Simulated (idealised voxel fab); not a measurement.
Presented below is a process module, voxel spacer lines.
In the cross-section labelled cut, the width is 225 nm and each square cell is 5 nm.
A cross-section is written here as square cells arranged in a grid, and it is given in bands from the top down, each band taking up one or more rows of cells.
Band: top and bottom heights (nm) first, top before bottom; then materials from left to right, widths in nm. "edge to edge" marks a sole material filling the band edge to edge. "air" denotes empty space.
The level at which height equals 0 is the one under which the wafer, as it arrives, is entirely one material. No lower edge exists for the bottom band, which continues downward and is notated as in "0 -> down".
You'd read "30->40" like this: the band's top row of cells is as wide as the first number, its bottom row is as wide as the second, and going down, every row changes width by the same amount as the row before did.
"stayed the same" for a step: no cell of the cross-section changed in that step.
"Cavities, sealed" specifies each empty space that is not open to the top and that occupies no fewer than 8 cells, using the form width x height at distance, the distance measured from the left edge and all three quantities in nm.
Read whatever lies past the settings on a step's line as the simulator's own remark about the step.
"overlay nm" answers the question of how far to the right of plan the mask lay on a step that has a mask, and when it is negative the answer is to the left.

So here's the lineup of process steps we planned
1. RECEIVE (material Si)
2. CONFORMAL_DEP (material Al2O3; thk nm 10)
3. DIRECTIONAL_DEP (material W; thk nm 15)
4. DIRECTIONAL_DEP (material aC; thk nm 25)
5. PATTERN (tone cover; mask id MANDREL; material resist; width nm 25; pitch nm 80; thk nm 30; overlay nm 0)
6. DIRECTIONAL_ETCH (etch materials aC; depth nm 25)
7. STRIP (etch materials resist)
8. CONFORMAL_DEP (material SiO2; thk nm 15)
9. DIRECTIONAL_ETCH (etch materials SiO2; depth nm 15)
10. STRIP (etch materials aC)
11. DIRECTIONAL_ETCH (etch materials W; depth nm 15)
12. STRIP (etch materials SiO2)

Cross-section of the wafer at receipt, which is the condition after step 1
0 -> down | Si edge to edge
Cavities, sealed: none

Final wafer profile in cross-section after the module, from the same start and plan as above, with one mistake made during processing
25 -> 10 | 5 nm air; 15 nm W; 30 nm air; 15 nm W; 20 nm air; 15 nm W; 30 nm air; 15 nm W; 20 nm air; 15 nm W; 30 nm air; 15 nm W
10 -> 0 | Al2O3 edge to edge
0 -> down | Si edge to edge
Cavities, sealed: none
Plan not followed: note that step 5 departed from the planned setting and was carried out as PATTERN (tone cover; mask id MANDREL; material resist; width nm 30; pitch nm 80; thk nm 30; overlay nm 0)
